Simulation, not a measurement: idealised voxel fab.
This section sets out a process module, namely voxel transistor to metal.
The width of the displayed cross-section, cut, is 165 nm; its cells are square, with a size of 5 nm.
Just so we're on the same page, the cross-sections are grids of square cells, and they're listed out in bands top to bottom, each band one or more rows deep.
Band entry format. Leading values: height of top, height of bottom, nm. Remainder: materials in left-to-right order, each with its width in nm. Special words: "full width" on a single material, which then fills the band edge to edge; "air", empty space.
Heights from 0 (as-received wafer is one material below). Bottom band endless downward, as "0 down".
Width spec "30 to 40" -> top row of cells at first value, bottom row at second value, equal per-row change in between.
The cross-section has no changed cell in any step marked "no modification".
Enclosed voids (no open way to top), threshold 8 cells or more, entry "Enclosed void list", notation width x height at distance, distance from left edge, nm.
Note: text after step settings on the step line = simulator remark on that step.
overlay nm: how far to the right of its planned place the mask lay on this masked step (negative: to the left).
Note: before/after cross-section pairs follow, one process step per pair, after-side truncated at the lowest changed band, step and settings given beneath. Different runs of this module on the same starting wafer may supply the pairs; a pair continues the one above only where the "Before the process" entry says so.

### Before the process
> 45 to 30 = 35 nm aC  15 nm air  65 nm aC  15 nm air  35 nm aC
> 30 to 15 = SiO2 full width
> 15 to 5 = 60 nm SiO2  5 nm SiN  5 nm TiN  5 nm HfO2  15 nm W  5 nm HfO2  5 nm TiN  5 nm SiN  60 nm SiO2
> 5 to 0 = 20 nm SiO2  5 nm SiN  20 nm SiO2  15 nm pSi  5 nm SiN  5 nm TiN  5 nm HfO2  15 nm W  5 nm HfO2  5 nm TiN  5 nm SiN  15 nm pSi  20 nm SiO2  5 nm SiN  20 nm SiO2
> 0 to -5 = 20 nm SiO2  5 nm SiN  20 nm SiO2  15 nm pSi  5 nm SiN  5 nm TiN  25 nm HfO2  5 nm TiN  5 nm SiN  15 nm pSi  20 nm SiO2  5 nm SiN  20 nm SiO2
> -5 to -10 = 45 nm SiO2  15 nm pSi  45 nm TiN  15 nm pSi  45 nm SiO2
> -10 to -25 = 30 nm SiO2  30 nm pSi  45 nm Si  30 nm pSi  30 nm SiO2
> -25 to -35 = 30 nm SiO2  105 nm Si  30 nm SiO2
> -35 down = Si full width
> Enclosed void list: none

### Step Outcome
> 45 to 30 = 35 nm aC  15 nm air  65 nm aC  15 nm air  35 nm aC
> 30 to 15 = 35 nm SiO2  15 nm air  65 nm SiO2  15 nm air  35 nm SiO2
> 15 to 5 = 35 nm SiO2  15 nm air  10 nm SiO2  5 nm SiN  5 nm TiN  5 nm HfO2  15 nm W  5 nm HfO2  5 nm TiN  5 nm SiN  10 nm SiO2  15 nm air  35 nm SiO2
> 5 to 0 = 20 nm SiO2  5 nm SiN  10 nm SiO2  10 nm air  15 nm pSi  5 nm SiN  5 nm TiN  5 nm HfO2  15 nm W  5 nm HfO2  5 nm TiN  5 nm SiN  15 nm pSi  10 nm air  10 nm SiO2  5 nm SiN  20 nm SiO2
> 0 to -5 = 20 nm SiO2  5 nm SiN  10 nm SiO2  10 nm air  15 nm pSi  5 nm SiN  5 nm TiN  25 nm HfO2  5 nm TiN  5 nm SiN  15 nm pSi  10 nm air  10 nm SiO2  5 nm SiN  20 nm SiO2
> -5 to -10 = 35 nm SiO2  10 nm air  15 nm pSi  45 nm TiN  15 nm pSi  10 nm air  35 nm SiO2
> Heights below -10 show no change.
> Enclosed void list: none
For reference, the processing step occurring between the two cross-sections presented above is as follows: DIRECTIONAL_ETCH | etch materials SiO2 | depth nm 40

Before the process: Reference is made to the cross-section shown after the step in the pair directly above, which represents the state prior to this step.

### Step Outcome
> 30 to 15 = 35 nm SiO2  15 nm air  65 nm SiO2  15 nm air  35 nm SiO2
> Heights below 15 show no change.
> Enclosed void list: none
For reference, the processing step occurring between the two cross-sections presented above is as follows: STRIP | etch materials aC

Before the process: Reference is made to the cross-section shown after the step in the pair directly above, which represents the state prior to this step.

### Step Outcome
> 35 to 30 = 40 nm TiN  5 nm air  75 nm TiN  5 nm air  40 nm TiN
> 30 to 15 = 35 nm SiO2  5 nm TiN  5 nm air  5 nm TiN  65 nm SiO2  5 nm TiN  5 nm air  5 nm TiN  35 nm SiO2
> 15 to 10 = 35 nm SiO2  5 nm TiN  5 nm air  5 nm TiN  10 nm SiO2  5 nm SiN  5 nm TiN  5 nm HfO2  15 nm W  5 nm HfO2  5 nm TiN  5 nm SiN  10 nm SiO2  5 nm TiN  5 nm air  5 nm TiN  35 nm SiO2
> 10 to 5 = 35 nm SiO2  15 nm TiN  10 nm SiO2  5 nm SiN  5 nm TiN  5 nm HfO2  15 nm W  5 nm HfO2  5 nm TiN  5 nm SiN  10 nm SiO2  15 nm TiN  35 nm SiO2
> 5 to 0 = 20 nm SiO2  5 nm SiN  10 nm SiO2  10 nm TiN  15 nm pSi  5 nm SiN  5 nm TiN  5 nm HfO2  15 nm W  5 nm HfO2  5 nm TiN  5 nm SiN  15 nm pSi  10 nm TiN  10 nm SiO2  5 nm SiN  20 nm SiO2
> 0 to -5 = 20 nm SiO2  5 nm SiN  10 nm SiO2  10 nm TiN  15 nm pSi  5 nm SiN  5 nm TiN  25 nm HfO2  5 nm TiN  5 nm SiN  15 nm pSi  10 nm TiN  10 nm SiO2  5 nm SiN  20 nm SiO2
> -5 to -10 = 35 nm SiO2  10 nm TiN  15 nm pSi  45 nm TiN  15 nm pSi  10 nm TiN  35 nm SiO2
> Heights below -10 show no change.
> Enclosed void list: none
For reference, the processing step occurring between the two cross-sections presented above is as follows: CONFORMAL_DEP | material TiN | thk nm 5

Before the process: Reference is made to the cross-section shown after the step in the pair directly above, which represents the state prior to this step.

### Step Outcome
> 45 to 35 = W full width
> 35 to 30 = 40 nm TiN  5 nm W  75 nm TiN  5 nm W  40 nm TiN
> 30 to 15 = 35 nm SiO2  5 nm TiN  5 nm W  5 nm TiN  65 nm SiO2  5 nm TiN  5 nm W  5 nm TiN  35 nm SiO2
> 15 to 10 = 35 nm SiO2  5 nm TiN  5 nm W  5 nm TiN  10 nm SiO2  5 nm SiN  5 nm TiN  5 nm HfO2  15 nm W  5 nm HfO2  5 nm TiN  5 nm SiN  10 nm SiO2  5 nm TiN  5 nm W  5 nm TiN  35 nm SiO2
> Heights below 10 show no change.
> Enclosed void list: none
For reference, the processing step occurring between the two cross-sections presented above is as follows: FILL_DEP | material W | thk nm 10

Before the process: Reference is made to the cross-section shown after the step in the pair directly above, which represents the state prior to this step.

### Step Outcome
> 30 to 15 = 35 nm SiO2  5 nm TiN  5 nm W  5 nm TiN  65 nm SiO2  5 nm TiN  5 nm W  5 nm TiN  35 nm SiO2
> Heights below 15 show no change.
> Enclosed void list: none
For reference, the processing step occurring between the two cross-sections presented above is as follows: CMP | height nm 30

Before the process: Reference is made to the cross-section shown after the step in the pair directly above, which represents the state prior to this step.

### Step Outcome
> 35 to 30 = SiCN full width
> Heights below 30 show no change.
> Enclosed void list: none
For reference, the processing step occurring between the two cross-sections presented above is as follows: CONFORMAL_DEP | material SiCN | thk nm 5

Before the process: Reference is made to the cross-section shown after the step in the pair directly above, which represents the state prior to this step.

### Step Outcome
> 55 to 35 = lowk full width
> Heights below 35 show no change.
> Enclosed void list: none
For reference, the processing step occurring between the two cross-sections presented above is as follows: DIRECTIONAL_DEP | material lowk | thk nm 20

Before the process: Reference is made to the cross-section shown after the step in the pair directly above, which represents the state prior to this step.

### Step Outcome
> 70 to 55 = 35 nm resist  15 nm air  65 nm resist  15 nm air  35 nm resist
> Heights below 55 show no change.
> Enclosed void list: none
For reference, the processing step occurring between the two cross-sections presented above is as follows: PATTERN | tone open | mask id METAL_1 | material resist | width nm 15 | pitch nm 80 | thk nm 15 | overlay nm 0

Before the process: Reference is made to the cross-section shown after the step in the pair directly above, which represents the state prior to this step.

### Step Outcome
> 70 to 55 = 35 nm resist  15 nm air  65 nm resist  15 nm air  35 nm resist
> 55 to 35 = 35 nm lowk  15 nm air  65 nm lowk  15 nm air  35 nm lowk
> Heights below 35 show no change.
> Enclosed void list: none
For reference, the processing step occurring between the two cross-sections presented above is as follows: DIRECTIONAL_ETCH | etch materials lowk | depth nm 20

Before the process: Reference is made to the cross-section shown after the step in the pair directly above, which represents the state prior to this step.

### Step Outcome
> 70 to 55 = 35 nm resist  15 nm air  65 nm resist  15 nm air  35 nm resist
> 55 to 35 = 35 nm lowk  15 nm air  65 nm lowk  15 nm air  35 nm lowk
> 35 to 30 = 35 nm SiCN  15 nm air  65 nm SiCN  15 nm air  35 nm SiCN
> Heights below 30 show no change.
> Enclosed void list: none
For reference, the processing step occurring between the two cross-sections presented above is as follows: DIRECTIONAL_ETCH | etch materials SiCN | depth nm 5

Before the process: Reference is made to the cross-section shown after the step in the pair directly above, which represents the state prior to this step.

### Step Outcome
> 55 to 35 = 35 nm lowk  15 nm air  65 nm lowk  15 nm air  35 nm lowk
> Heights below 35 show no change.
> Enclosed void list: none
For reference, the processing step occurring between the two cross-sections presented above is as follows: STRIP | etch materials resist

Before the process: Reference is made to the cross-section shown after the step in the pair directly above, which represents the state prior to this step.

### Step Outcome
> 60 to 55 = 40 nm TiN  5 nm air  75 nm TiN  5 nm air  40 nm TiN
> 55 to 35 = 35 nm lowk  5 nm TiN  5 nm air  5 nm TiN  65 nm lowk  5 nm TiN  5 nm air  5 nm TiN  35 nm lowk
> 35 to 30 = 35 nm SiCN  15 nm TiN  65 nm SiCN  15 nm TiN  35 nm SiCN
> Heights below 30 show no change.
> Enclosed void list: none
For reference, the processing step occurring between the two cross-sections presented above is as follows: CONFORMAL_DEP | material TiN | thk nm 5

Before the process: Reference is made to the cross-section shown after the step in the pair directly above, which represents the state prior to this step.

### Step Outcome
> 65 to 60 = Cu full width
> 60 to 55 = 40 nm TiN  5 nm Cu  75 nm TiN  5 nm Cu  40 nm TiN
> 55 to 35 = 35 nm lowk  5 nm TiN  5 nm Cu  5 nm TiN  65 nm lowk  5 nm TiN  5 nm Cu  5 nm TiN  35 nm lowk
> Heights below 35 show no change.
> Enclosed void list: none
For reference, the processing step occurring between the two cross-sections presented above is as follows: FILL_DEP | material Cu | thk nm 5

Before the process: Reference is made to the cross-section shown after the step in the pair directly above, which represents the state prior to this step.

### Step Outcome
> 55 to 35 = 35 nm lowk  5 nm TiN  5 nm Cu  5 nm TiN  65 nm lowk  5 nm TiN  5 nm Cu  5 nm TiN  35 nm lowk
> Heights below 35 show no change.
> Enclosed void list: none
For reference, the processing step occurring between the two cross-sections presented above is as follows: CMP | height nm 55

Before the process: Reference is made to the cross-section shown after the step in the pair directly above, which represents the state prior to this step.

### Step Outcome
> 60 to 55 = SiCN full width
> Heights below 55 show no change.
> Enclosed void list: none
For reference, the processing step occurring between the two cross-sections presented above is as follows: CONFORMAL_DEP | material SiCN | thk nm 5

Before the process: Reference is made to the cross-section shown after the step in the pair directly above, which represents the state prior to this step.

### Step Outcome
> 95 to 60 = SiO2 full width
> Heights below 60 show no change.
> Enclosed void list: none
For reference, the processing step occurring between the two cross-sections presented above is as follows: DIRECTIONAL_DEP | material SiO2 | thk nm 35

Before the process: Reference is made to the cross-section shown after the step in the pair directly above, which represents the state prior to this step.

### Step Outcome
> 115 to 95 = 35 nm resist  15 nm air  65 nm resist  15 nm air  35 nm resist
> Heights below 95 show no change.
> Enclosed void list: none
For reference, the processing step occurring between the two cross-sections presented above is as follows: PATTERN | tone open | mask id METAL_2 | material resist | width nm 15 | pitch nm 80 | thk nm 20 | overlay nm 0

Before the process: Reference is made to the cross-section shown after the step in the pair directly above, which represents the state prior to this step.

### Step Outcome
> 115 to 95 = 35 nm resist  15 nm air  65 nm resist  15 nm air  35 nm resist
> 95 to 75 = 35 nm SiO2  15 nm air  65 nm SiO2  15 nm air  35 nm SiO2
> Heights below 75 show no change.
> Enclosed void list: none
For reference, the processing step occurring between the two cross-sections presented above is as follows: DIRECTIONAL_ETCH | etch materials SiO2 | depth nm 20

Before the process: Reference is made to the cross-section shown after the step in the pair directly above, which represents the state prior to this step.

### Step Outcome
> 95 to 75 = 35 nm SiO2  15 nm air  65 nm SiO2  15 nm air  35 nm SiO2
> Heights below 75 show no change.
> Enclosed void list: none
For reference, the processing step occurring between the two cross-sections presented above is as follows: STRIP | etch materials resist

Before the process: Reference is made to the cross-section shown after the step in the pair directly above, which represents the state prior to this step.

### Step Outcome
> 95 to 60 = 35 nm SiO2  15 nm air  65 nm SiO2  15 nm air  35 nm SiO2
> Heights below 60 show no change.
> Enclosed void list: none
For reference, the processing step occurring between the two cross-sections presented above is as follows: MASKED_ETCH | tone open | mask id METAL_2_HOLES | width nm 15 | pitch nm 80 | etch materials SiO2 | depth nm 15 | overlay nm 0

Before the process: Reference is made to the cross-section shown after the step in the pair directly above, which represents the state prior to this step.

### Step Outcome
> 95 to 60 = 35 nm SiO2  15 nm air  65 nm SiO2  15 nm air  35 nm SiO2
> 60 to 55 = 35 nm SiCN  15 nm air  65 nm SiCN  15 nm air  35 nm SiCN
> Heights below 55 show no change.
> Enclosed void list: none
For reference, the processing step occurring between the two cross-sections presented above is as follows: MASKED_ETCH | tone open | mask id METAL_2_HOLES | width nm 15 | pitch nm 80 | etch materials SiCN | depth nm 5 | overlay nm 0

Before the process: Reference is made to the cross-section shown after the step in the pair directly above, which represents the state prior to this step.

### Step Outcome
> 100 to 95 = 40 nm TiN  5 nm air  75 nm TiN  5 nm air  40 nm TiN
> 95 to 60 = 35 nm SiO2  5 nm TiN  5 nm air  5 nm TiN  65 nm SiO2  5 nm TiN  5 nm air  5 nm TiN  35 nm SiO2
> 60 to 55 = 35 nm SiCN  15 nm TiN  65 nm SiCN  15 nm TiN  35 nm SiCN
> Heights below 55 show no change.
> Enclosed void list: none
For reference, the processing step occurring between the two cross-sections presented above is as follows: CONFORMAL_DEP | material TiN | thk nm 5

Before the process: Reference is made to the cross-section shown after the step in the pair directly above, which represents the state prior to this step.

### Step Outcome
> 110 to 100 = Ru full width
> 100 to 95 = 40 nm TiN  5 nm Ru  75 nm TiN  5 nm Ru  40 nm TiN
> 95 to 60 = 35 nm SiO2  5 nm TiN  5 nm Ru  5 nm TiN  65 nm SiO2  5 nm TiN  5 nm Ru  5 nm TiN  35 nm SiO2
> Heights below 60 show no change.
> Enclosed void list: none
For reference, the processing step occurring between the two cross-sections presented above is as follows: FILL_DEP | material Ru | thk nm 10

Before the process: Reference is made to the cross-section shown after the step in the pair directly above, which represents the state prior to this step.

### Step Outcome
> 95 to 60 = 35 nm SiO2  5 nm TiN  5 nm Ru  5 nm TiN  65 nm SiO2  5 nm TiN  5 nm Ru  5 nm TiN  35 nm SiO2
> Heights below 60 show no change.
> Enclosed void list: none
For reference, the processing step occurring between the two cross-sections presented above is as follows: CMP | height nm 95

Before the process: Reference is made to the cross-section shown after the step in the pair directly above, which represents the state prior to this step.

### Step Outcome
> 100 to 95 = SiCN full width
> Heights below 95 show no change.
> Enclosed void list: none
For reference, the processing step occurring between the two cross-sections presented above is as follows: CONFORMAL_DEP | material SiCN | thk nm 5

### Before the process
> 20 to 15 = 60 nm air  5 nm SiN  35 nm air  5 nm SiN  60 nm air
> 15 to 5 = 60 nm SiO2  5 nm SiN  35 nm air  5 nm SiN  60 nm SiO2
> 5 to -5 = 20 nm SiO2  5 nm SiN  20 nm SiO2  15 nm pSi  5 nm SiN  35 nm air  5 nm SiN  15 nm pSi  20 nm SiO2  5 nm SiN  20 nm SiO2
> -5 to -10 = 45 nm SiO2  15 nm pSi  45 nm air  15 nm pSi  45 nm SiO2
> -10 to -25 = 30 nm SiO2  30 nm pSi  45 nm Si  30 nm pSi  30 nm SiO2
> -25 to -35 = 30 nm SiO2  105 nm Si  30 nm SiO2
> -35 down = Si full width
> Enclosed void list: none

### Step Outcome
> 35 to 30 = 45 nm air  35 nm HfO2  5 nm air  35 nm HfO2  45 nm air
> 30 to 20 = 80 nm HfO2  5 nm air  80 nm HfO2
> 20 to 15 = 60 nm HfO2  5 nm SiN  15 nm HfO2  5 nm air  15 nm HfO2  5 nm SiN  60 nm HfO2
> 15 to 5 = 60 nm SiO2  5 nm SiN  15 nm HfO2  5 nm air  15 nm HfO2  5 nm SiN  60 nm SiO2
> 5 to -5 = 20 nm SiO2  5 nm SiN  20 nm SiO2  15 nm pSi  5 nm SiN  35 nm HfO2  5 nm SiN  15 nm pSi  20 nm SiO2  5 nm SiN  20 nm SiO2
> -5 to -10 = 45 nm SiO2  15 nm pSi  45 nm HfO2  15 nm pSi  45 nm SiO2
> Heights below -10 show no change.
> Enclosed void list: none
For reference, the processing step occurring between the two cross-sections presented above is as follows: CONFORMAL_DEP | material HfO2 | thk nm 15

Before the process: Reference is made to the cross-section shown after the step in the pair directly above, which represents the state prior to this step.

### Step Outcome
> 40 to 35 = 40 nm air  85 nm TiN  40 nm air
> 35 to 30 = 45 nm TiN  35 nm HfO2  5 nm TiN  35 nm HfO2  45 nm TiN
> 30 to 20 = 80 nm HfO2  5 nm TiN  80 nm HfO2
> 20 to 15 = 60 nm HfO2  5 nm SiN  15 nm HfO2  5 nm TiN  15 nm HfO2  5 nm SiN  60 nm HfO2
> 15 to 5 = 60 nm SiO2  5 nm SiN  15 nm HfO2  5 nm TiN  15 nm HfO2  5 nm SiN  60 nm SiO2
> Heights below 5 show no change.
> Enclosed void list: none
For reference, the processing step occurring between the two cross-sections presented above is as follows: CONFORMAL_DEP | material TiN | thk nm 5

Before the process: Reference is made to the cross-section shown after the step in the pair directly above, which represents the state prior to this step.

### Step Outcome
> 45 to 40 = W full width
> 40 to 35 = 40 nm W  85 nm TiN  40 nm W
> Heights below 35 show no change.
> Enclosed void list: none
For reference, the processing step occurring between the two cross-sections presented above is as follows: FILL_DEP | material W | thk nm 5

Before the process: Reference is made to the cross-section shown after the step in the pair directly above, which represents the state prior to this step.

### Step Outcome
> 15 to 5 = 60 nm SiO2  5 nm SiN  15 nm HfO2  5 nm TiN  15 nm HfO2  5 nm SiN  60 nm SiO2
> Heights below 5 show no change.
> Enclosed void list: none
For reference, the processing step occurring between the two cross-sections presented above is as follows: CMP | height nm 15

Before the process: Reference is made to the cross-section shown after the step in the pair directly above, which represents the state prior to this step.

### Step Outcome
> 30 to 15 = SiO2 full width
> Heights below 15 show no change.
> Enclosed void list: none
For reference, the processing step occurring between the two cross-sections presented above is as follows: DIRECTIONAL_DEP | material SiO2 | thk nm 15

Before the process: Reference is made to the cross-section shown after the step in the pair directly above, which represents the state prior to this step.

### Step Outcome
> 45 to 30 = aC full width
> Heights below 30 show no change.
> Enclosed void list: none
For reference, the processing step occurring between the two cross-sections presented above is as follows: DIRECTIONAL_DEP | material aC | thk nm 15

Before the process: Reference is made to the cross-section shown after the step in the pair directly above, which represents the state prior to this step.

### Step Outcome
> 80 to 45 = 35 nm resist  15 nm air  65 nm resist  15 nm air  35 nm resist
> Heights below 45 show no change.
> Enclosed void list: none
For reference, the processing step occurring between the two cross-sections presented above is as follows: PATTERN | tone open | mask id CONTACT | material resist | width nm 15 | pitch nm 80 | thk nm 35 | overlay nm 0

Before the process: Reference is made to the cross-section shown after the step in the pair directly above, which represents the state prior to this step.

### Step Outcome
> 65 to 45 = 35 nm resist  15 nm air  65 nm resist  15 nm air  35 nm resist
> 45 to 30 = 35 nm aC  15 nm air  65 nm aC  15 nm air  35 nm aC
> Heights below 30 show no change.
> Enclosed void list: none
For reference, the processing step occurring between the two cross-sections presented above is as follows: DIRECTIONAL_ETCH | etch materials aC | depth nm 15

Before the process: Reference is made to the cross-section shown after the step in the pair directly above, which represents the state prior to this step.

### Step Outcome
> 45 to 30 = 35 nm aC  15 nm air  65 nm aC  15 nm air  35 nm aC
> Heights below 30 show no change.
> Enclosed void list: none
For reference, the processing step occurring between the two cross-sections presented above is as follows: STRIP | etch materials resist

Before the process: Reference is made to the cross-section shown after the step in the pair directly above, which represents the state prior to this step.

### Step Outcome
> 45 to 30 = 35 nm aC  15 nm air  65 nm aC  15 nm air  35 nm aC
> 30 to 15 = 35 nm SiO2  15 nm air  65 nm SiO2  15 nm air  35 nm SiO2
> 15 to 5 = 35 nm SiO2  15 nm air  10 nm SiO2  5 nm SiN  15 nm HfO2  5 nm TiN  15 nm HfO2  5 nm SiN  10 nm SiO2  15 nm air  35 nm SiO2
> 5 to -5 = 20 nm SiO2  5 nm SiN  10 nm SiO2  10 nm air  15 nm pSi  5 nm SiN  35 nm HfO2  5 nm SiN  15 nm pSi  10 nm air  10 nm SiO2  5 nm SiN  20 nm SiO2
> -5 to -10 = 35 nm SiO2  10 nm air  15 nm pSi  45 nm HfO2  15 nm pSi  10 nm air  35 nm SiO2
> Heights below -10 show no change.
> Enclosed void list: none
For reference, the processing step occurring between the two cross-sections presented above is as follows: DIRECTIONAL_ETCH | etch materials SiO2 | depth nm 40

Before the process: Reference is made to the cross-section shown after the step in the pair directly above, which represents the state prior to this step.

### Step Outcome
> 30 to 15 = 35 nm SiO2  15 nm air  65 nm SiO2  15 nm air  35 nm SiO2
> Heights below 15 show no change.
> Enclosed void list: none
For reference, the processing step occurring between the two cross-sections presented above is as follows: STRIP | etch materials aC

Before the process: Reference is made to the cross-section shown after the step in the pair directly above, which represents the state prior to this step.

### Step Outcome
> 35 to 30 = 40 nm TiN  5 nm air  75 nm TiN  5 nm air  40 nm TiN
> 30 to 15 = 35 nm SiO2  5 nm TiN  5 nm air  5 nm TiN  65 nm SiO2  5 nm TiN  5 nm air  5 nm TiN  35 nm SiO2
> 15 to 10 = 35 nm SiO2  5 nm TiN  5 nm air  5 nm TiN  10 nm SiO2  5 nm SiN  15 nm HfO2  5 nm TiN  15 nm HfO2  5 nm SiN  10 nm SiO2  5 nm TiN  5 nm air  5 nm TiN  35 nm SiO2
> 10 to 5 = 35 nm SiO2  15 nm TiN  10 nm SiO2  5 nm SiN  15 nm HfO2  5 nm TiN  15 nm HfO2  5 nm SiN  10 nm SiO2  15 nm TiN  35 nm SiO2
> 5 to -5 = 20 nm SiO2  5 nm SiN  10 nm SiO2  10 nm TiN  15 nm pSi  5 nm SiN  35 nm HfO2  5 nm SiN  15 nm pSi  10 nm TiN  10 nm SiO2  5 nm SiN  20 nm SiO2
> -5 to -10 = 35 nm SiO2  10 nm TiN  15 nm pSi  45 nm HfO2  15 nm pSi  10 nm TiN  35 nm SiO2
> Heights below -10 show no change.
> Enclosed void list: none
For reference, the processing step occurring between the two cross-sections presented above is as follows: CONFORMAL_DEP | material TiN | thk nm 5

Before the process: Reference is made to the cross-section shown after the step in the pair directly above, which represents the state prior to this step.

### Step Outcome
> 45 to 35 = W full width
> 35 to 30 = 40 nm TiN  5 nm W  75 nm TiN  5 nm W  40 nm TiN
> 30 to 15 = 35 nm SiO2  5 nm TiN  5 nm W  5 nm TiN  65 nm SiO2  5 nm TiN  5 nm W  5 nm TiN  35 nm SiO2
> 15 to 10 = 35 nm SiO2  5 nm TiN  5 nm W  5 nm TiN  10 nm SiO2  5 nm SiN  15 nm HfO2  5 nm TiN  15 nm HfO2  5 nm SiN  10 nm SiO2  5 nm TiN  5 nm W  5 nm TiN  35 nm SiO2
> Heights below 10 show no change.
> Enclosed void list: none
For reference, the processing step occurring between the two cross-sections presented above is as follows: FILL_DEP | material W | thk nm 10

Before the process: Reference is made to the cross-section shown after the step in the pair directly above, which represents the state prior to this step.

### Step Outcome
> 30 to 15 = 35 nm SiO2  5 nm TiN  5 nm W  5 nm TiN  65 nm SiO2  5 nm TiN  5 nm W  5 nm TiN  35 nm SiO2
> Heights below 15 show no change.
> Enclosed void list: none
For reference, the processing step occurring between the two cross-sections presented above is as follows: CMP | height nm 30

Before the process: Reference is made to the cross-section shown after the step in the pair directly above, which represents the state prior to this step.

### Step Outcome
> 35 to 30 = SiCN full width
> Heights below 30 show no change.
> Enclosed void list: none
For reference, the processing step occurring between the two cross-sections presented above is as follows: CONFORMAL_DEP | material SiCN | thk nm 5

Before the process: Reference is made to the cross-section shown after the step in the pair directly above, which represents the state prior to this step.

### Step Outcome
> 55 to 35 = lowk full width
> Heights below 35 show no change.
> Enclosed void list: none
For reference, the processing step occurring between the two cross-sections presented above is as follows: DIRECTIONAL_DEP | material lowk | thk nm 20

Before the process: Reference is made to the cross-section shown after the step in the pair directly above, which represents the state prior to this step.

### Step Outcome
> 70 to 55 = 35 nm resist  15 nm air  65 nm resist  15 nm air  35 nm resist
> Heights below 55 show no change.
> Enclosed void list: none
For reference, the processing step occurring between the two cross-sections presented above is as follows: PATTERN | tone open | mask id METAL_1 | material resist | width nm 15 | pitch nm 80 | thk nm 15 | overlay nm 0

Before the process: Reference is made to the cross-section shown after the step in the pair directly above, which represents the state prior to this step.

### Step Outcome
> 70 to 55 = 35 nm resist  15 nm air  65 nm resist  15 nm air  35 nm resist
> 55 to 35 = 35 nm lowk  15 nm air  65 nm lowk  15 nm air  35 nm lowk
> Heights below 35 show no change.
> Enclosed void list: none
For reference, the processing step occurring between the two cross-sections presented above is as follows: DIRECTIONAL_ETCH | etch materials lowk | depth nm 20

Before the process: Reference is made to the cross-section shown after the step in the pair directly above, which represents the state prior to this step.

### Step Outcome
> 70 to 55 = 35 nm resist  15 nm air  65 nm resist  15 nm air  35 nm resist
> 55 to 35 = 35 nm lowk  15 nm air  65 nm lowk  15 nm air  35 nm lowk
> 35 to 30 = 35 nm SiCN  15 nm air  65 nm SiCN  15 nm air  35 nm SiCN
> Heights below 30 show no change.
> Enclosed void list: none
For reference, the processing step occurring between the two cross-sections presented above is as follows: DIRECTIONAL_ETCH | etch materials SiCN | depth nm 5

Before the process: Reference is made to the cross-section shown after the step in the pair directly above, which represents the state prior to this step.

### Step Outcome
> 55 to 35 = 35 nm lowk  15 nm air  65 nm lowk  15 nm air  35 nm lowk
> Heights below 35 show no change.
> Enclosed void list: none
For reference, the processing step occurring between the two cross-sections presented above is as follows: STRIP | etch materials resist

Before the process: Reference is made to the cross-section shown after the step in the pair directly above, which represents the state prior to this step.

### Step Outcome
> 60 to 55 = 40 nm TiN  5 nm air  75 nm TiN  5 nm air  40 nm TiN
> 55 to 35 = 35 nm lowk  5 nm TiN  5 nm air  5 nm TiN  65 nm lowk  5 nm TiN  5 nm air  5 nm TiN  35 nm lowk
> 35 to 30 = 35 nm SiCN  15 nm TiN  65 nm SiCN  15 nm TiN  35 nm SiCN
> Heights below 30 show no change.
> Enclosed void list: none
For reference, the processing step occurring between the two cross-sections presented above is as follows: CONFORMAL_DEP | material TiN | thk nm 5

Before the process: Reference is made to the cross-section shown after the step in the pair directly above, which represents the state prior to this step.

### Step Outcome
> 65 to 60 = Cu full width
> 60 to 55 = 40 nm TiN  5 nm Cu  75 nm TiN  5 nm Cu  40 nm TiN
> 55 to 35 = 35 nm lowk  5 nm TiN  5 nm Cu  5 nm TiN  65 nm lowk  5 nm TiN  5 nm Cu  5 nm TiN  35 nm lowk
> Heights below 35 show no change.
> Enclosed void list: none
For reference, the processing step occurring between the two cross-sections presented above is as follows: FILL_DEP | material Cu | thk nm 5

Before the process: Reference is made to the cross-section shown after the step in the pair directly above, which represents the state prior to this step.

### Step Outcome
> 55 to 35 = 35 nm lowk  5 nm TiN  5 nm Cu  5 nm TiN  65 nm lowk  5 nm TiN  5 nm Cu  5 nm TiN  35 nm lowk
> Heights below 35 show no change.
> Enclosed void list: none
For reference, the processing step occurring between the two cross-sections presented above is as follows: CMP | height nm 55

Before the process: Reference is made to the cross-section shown after the step in the pair directly above, which represents the state prior to this step.

### Step Outcome
> 60 to 55 = SiCN full width
> Heights below 55 show no change.
> Enclosed void list: none
For reference, the processing step occurring between the two cross-sections presented above is as follows: CONFORMAL_DEP | material SiCN | thk nm 5

Before the process: Reference is made to the cross-section shown after the step in the pair directly above, which represents the state prior to this step.

### Step Outcome
> 95 to 60 = SiO2 full width
> Heights below 60 show no change.
> Enclosed void list: none
For reference, the processing step occurring between the two cross-sections presented above is as follows: DIRECTIONAL_DEP | material SiO2 | thk nm 35

Before the process: Reference is made to the cross-section shown after the step in the pair directly above, which represents the state prior to this step.

### Step Outcome
> 115 to 95 = 35 nm resist  15 nm air  65 nm resist  15 nm air  35 nm resist
> Heights below 95 show no change.
> Enclosed void list: none
For reference, the processing step occurring between the two cross-sections presented above is as follows: PATTERN | tone open | mask id METAL_2 | material resist | width nm 15 | pitch nm 80 | thk nm 20 | overlay nm 0

Before the process: Reference is made to the cross-section shown after the step in the pair directly above, which represents the state prior to this step.

### Step Outcome
> 115 to 95 = 35 nm resist  15 nm air  65 nm resist  15 nm air  35 nm resist
> 95 to 75 = 35 nm SiO2  15 nm air  65 nm SiO2  15 nm air  35 nm SiO2
> Heights below 75 show no change.
> Enclosed void list: none
For reference, the processing step occurring between the two cross-sections presented above is as follows: DIRECTIONAL_ETCH | etch materials SiO2 | depth nm 20

Before the process: Reference is made to the cross-section shown after the step in the pair directly above, which represents the state prior to this step.

### Step Outcome
> 95 to 75 = 35 nm SiO2  15 nm air  65 nm SiO2  15 nm air  35 nm SiO2
> Heights below 75 show no change.
> Enclosed void list: none
For reference, the processing step occurring between the two cross-sections presented above is as follows: STRIP | etch materials resist

Before the process: Reference is made to the cross-section shown after the step in the pair directly above, which represents the state prior to this step.

### Step Outcome
> 95 to 60 = 35 nm SiO2  15 nm air  65 nm SiO2  15 nm air  35 nm SiO2
> Heights below 60 show no change.
> Enclosed void list: none
For reference, the processing step occurring between the two cross-sections presented above is as follows: MASKED_ETCH | tone open | mask id METAL_2_HOLES | width nm 15 | pitch nm 80 | etch materials SiO2 | depth nm 15 | overlay nm 0

Before the process: Reference is made to the cross-section shown after the step in the pair directly above, which represents the state prior to this step.

### Step Outcome
> 95 to 60 = 35 nm SiO2  15 nm air  65 nm SiO2  15 nm air  35 nm SiO2
> 60 to 55 = 35 nm SiCN  15 nm air  65 nm SiCN  15 nm air  35 nm SiCN
> Heights below 55 show no change.
> Enclosed void list: none
For reference, the processing step occurring between the two cross-sections presented above is as follows: MASKED_ETCH | tone open | mask id METAL_2_HOLES | width nm 15 | pitch nm 80 | etch materials SiCN | depth nm 5 | overlay nm 0
